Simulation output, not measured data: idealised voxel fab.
The name of this process module is voxel gate over fins.
FYI the section here is cut, 220 nm wide, cells are 5 nm squares.
The cross-sections in this document take the form of a grid made of square cells. They are written out as bands, in order from top to bottom. Each band consists of one or more rows of cells.
In this notation a band is specified by the heights of its top and bottom, in that order and in nm, after which its materials appear from left to right, each paired with its width in nm. The word "everywhere" attached to a single material means that material fills the band from edge to edge; the word "air" stands for empty space.
Height reference: 0 = level under which incoming wafer is all one material. Lowest band: no bottom, runs on downward, e.g. "z 0 and below".
The width entry "30 to 40" should be interpreted row by row: the top row of cells in the band takes the first number, the bottom row takes the second number, and the change between adjacent rows is uniform throughout.
"everything unchanged" -> step changed no cross-section cell.
Basically, "Enclosed internal voids" tells you about the enclosed voids: empty spaces with no open way to the top, 8 cells or bigger, each written width x height at distance, where distance is from the left edge, all in nm.
It should be noted that, on the line of a given step, the content following the step's settings is a remark produced by the simulator itself with respect to that step.
overlay nm: on a step with a mask, how far right of its planned place the mask lay; negative means left.
Below is the list of planned process steps
- 1: RECEIVE: material Si
- 2: CONFORMAL_DEP: material SiN, thk nm 10
- 3: PATTERN: tone cover, mask id FINS, material resist, width nm 15, pitch nm 50, thk nm 15, overlay nm -10
- 4: DIRECTIONAL_ETCH: etch materials SiN, depth nm 10
- 5: DIRECTIONAL_ETCH: etch materials Si, depth nm 35
- 6: STRIP: etch materials resist
- 7: OXIDIZE: depth nm 5
- 8: FILL_DEP: material SiO2, thk nm 10
- 9: CMP: height nm 10
- 10: PATTERN: tone open, mask id RAIL, material resist, width nm 15, thk nm 20, overlay nm 0
- 11: DIRECTIONAL_ETCH: etch materials SiO2, depth nm 40
- 12: STRIP: etch materials resist
- 13: CONFORMAL_DEP: material TiN, thk nm 5
- 14: FILL_DEP: material W, thk nm 5
- 15: CMP: height nm 10
- 16: SELECTIVE_ETCH: etch materials W Ru TiN, depth nm 30
- 17: FILL_DEP: material SiO2, thk nm 5
- 18: CMP: height nm 10
- 19: SELECTIVE_ETCH: etch materials SiO2, depth nm 25
- 20: STRIP: etch materials SiN
- 21: CONFORMAL_DEP: material HfO2, thk nm 5
- 22: CONFORMAL_DEP: material TiN, thk nm 5
- 23: FILL_DEP: material W, thk nm 15
- 24: CMP: height nm 20
- 25: CONFORMAL_DEP: material SiCN, thk nm 10
varied across the wafers: overlay nm of step 3. The plan shows the first wafer's value. All wafers start alike
Cross-section of the first of several wafers on receipt, reflecting completion of step 1
  z 0 and below | Si everywhere
  Enclosed internal voids: none
Once step 25, the last step, is complete, the module is at its end; this is the cross-section of the first of several wafers
  z 30 to 20 | SiCN everywhere
  z 20 to 10 | W everywhere
  z 10 to 5 | 10 of W / 25 of TiN / 25 of W / 25 of TiN / 25 of W / 25 of TiN / 25 of W / 25 of TiN / 35 of W
  z 5 to 0 | 10 of W / 5 of TiN / 15 of HfO2 / 5 of TiN / 25 of W / 5 of TiN / 15 of HfO2 / 5 of TiN / 25 of W / 5 of TiN / 15 of HfO2 / 5 of TiN / 25 of W / 5 of TiN / 15 of HfO2 / 5 of TiN / 35 of W
  z 0 to -5 | 10 of W / 5 of TiN / 5 of HfO2 / 5 of Si / 5 of HfO2 / 5 of TiN / 25 of W / 5 of TiN / 5 of HfO2 / 5 of Si / 5 of HfO2 / 5 of TiN / 25 of W / 5 of TiN / 5 of HfO2 / 5 of Si / 5 of HfO2 / 5 of TiN / 25 of W / 5 of TiN / 5 of HfO2 / 5 of Si / 5 of HfO2 / 5 of TiN / 35 of W
  z -5 to -10 | 15 of TiN / 5 of HfO2 / 5 of Si / 5 of HfO2 / 35 of TiN / 5 of HfO2 / 5 of Si / 5 of HfO2 / 35 of TiN / 5 of HfO2 / 5 of Si / 5 of HfO2 / 35 of TiN / 5 of HfO2 / 5 of Si / 5 of HfO2 / 40 of TiN
  z -10 to -15 | 20 of HfO2 / 5 of Si / 45 of HfO2 / 5 of Si / 45 of HfO2 / 5 of Si / 45 of HfO2 / 5 of Si / 45 of HfO2
  z -15 to -20 | 20 of SiO2 / 5 of Si / 45 of SiO2 / 5 of Si / 45 of SiO2 / 5 of Si / 45 of SiO2 / 5 of Si / 45 of SiO2
  z -20 to -25 | 20 of SiO2 / 5 of Si / 25 of SiO2 / 5 of TiN / 5 of W / 5 of TiN / 5 of SiO2 / 5 of Si / 45 of SiO2 / 5 of Si / 45 of SiO2 / 5 of Si / 45 of SiO2
  z -25 to -30 | 20 of SiO2 / 5 of Si / 25 of SiO2 / 15 of TiN / 5 of SiO2 / 5 of Si / 45 of SiO2 / 5 of Si / 45 of SiO2 / 5 of Si / 45 of SiO2
  z -30 to -40 | 20 of SiO2 / 5 of Si / 45 of SiO2 / 5 of Si / 45 of SiO2 / 5 of Si / 45 of SiO2 / 5 of Si / 45 of SiO2
  z -40 and below | Si everywhere
  Enclosed internal voids: none
So this is the cross-section on the last wafer at the end of the module
  z 30 to 20 | SiCN everywhere
  z 20 to 10 | W everywhere
  z 10 to 5 | 35 of W / 25 of TiN / 25 of W / 25 of TiN / 25 of W / 25 of TiN / 25 of W / 25 of TiN / 10 of W
  z 5 to 0 | 35 of W / 5 of TiN / 15 of HfO2 / 5 of TiN / 25 of W / 5 of TiN / 15 of HfO2 / 5 of TiN / 25 of W / 5 of TiN / 15 of HfO2 / 5 of TiN / 25 of W / 5 of TiN / 15 of HfO2 / 5 of TiN / 10 of W
  z 0 to -5 | 35 of W / 5 of TiN / 5 of HfO2 / 5 of Si / 5 of HfO2 / 5 of TiN / 25 of W / 5 of TiN / 5 of HfO2 / 5 of Si / 5 of HfO2 / 5 of TiN / 25 of W / 5 of TiN / 5 of HfO2 / 5 of Si / 5 of HfO2 / 5 of TiN / 25 of W / 5 of TiN / 5 of HfO2 / 5 of Si / 5 of HfO2 / 5 of TiN / 10 of W
  z -5 to -10 | 40 of TiN / 5 of HfO2 / 5 of Si / 5 of HfO2 / 35 of TiN / 5 of HfO2 / 5 of Si / 5 of HfO2 / 35 of TiN / 5 of HfO2 / 5 of Si / 5 of HfO2 / 35 of TiN / 5 of HfO2 / 5 of Si / 5 of HfO2 / 15 of TiN
  z -10 to -15 | 45 of HfO2 / 5 of Si / 45 of HfO2 / 5 of Si / 45 of HfO2 / 5 of Si / 45 of HfO2 / 5 of Si / 20 of HfO2
  z -15 to -20 | 45 of SiO2 / 5 of Si / 45 of SiO2 / 5 of Si / 45 of SiO2 / 5 of Si / 45 of SiO2 / 5 of Si / 20 of SiO2
  z -20 to -30 | 45 of SiO2 / 5 of Si / 5 of SiO2 / 10 of TiN / 30 of SiO2 / 5 of Si / 45 of SiO2 / 5 of Si / 45 of SiO2 / 5 of Si / 20 of SiO2
  z -30 to -40 | 45 of SiO2 / 5 of Si / 45 of SiO2 / 5 of Si / 45 of SiO2 / 5 of Si / 45 of SiO2 / 5 of Si / 20 of SiO2
  z -40 and below | Si everywhere
  Enclosed internal voids: none
The following table contains a row per wafer, in which are reported, at the conclusion of the module, the cells of each material gained (+) or lost (-) since the wafer's receipt, with its closed voids given thereafter
overlay nm -10 | +68 HfO2 | -320 Si | +88 SiCN | +194 SiO2 | +73 TiN | +161 W | Enclosed internal voids: none
overlay nm -5 | +68 HfO2 | -320 Si | +88 SiCN | +194 SiO2 | +73 TiN | +161 W | Enclosed internal voids: none
overlay nm 0 | +68 HfO2 | -320 Si | +88 SiCN | +194 SiO2 | +73 TiN | +161 W | Enclosed internal voids: none
overlay nm 5 | +68 HfO2 | -320 Si | +88 SiCN | +194 SiO2 | +73 TiN | +161 W | Enclosed internal voids: none
overlay nm 10 | +68 HfO2 | -320 Si | +88 SiCN | +194 SiO2 | +73 TiN | +161 W | Enclosed internal voids: none
overlay nm 15 | +68 HfO2 | -320 Si | +88 SiCN | +196 SiO2 | +72 TiN | +160 W | Enclosed internal voids: none
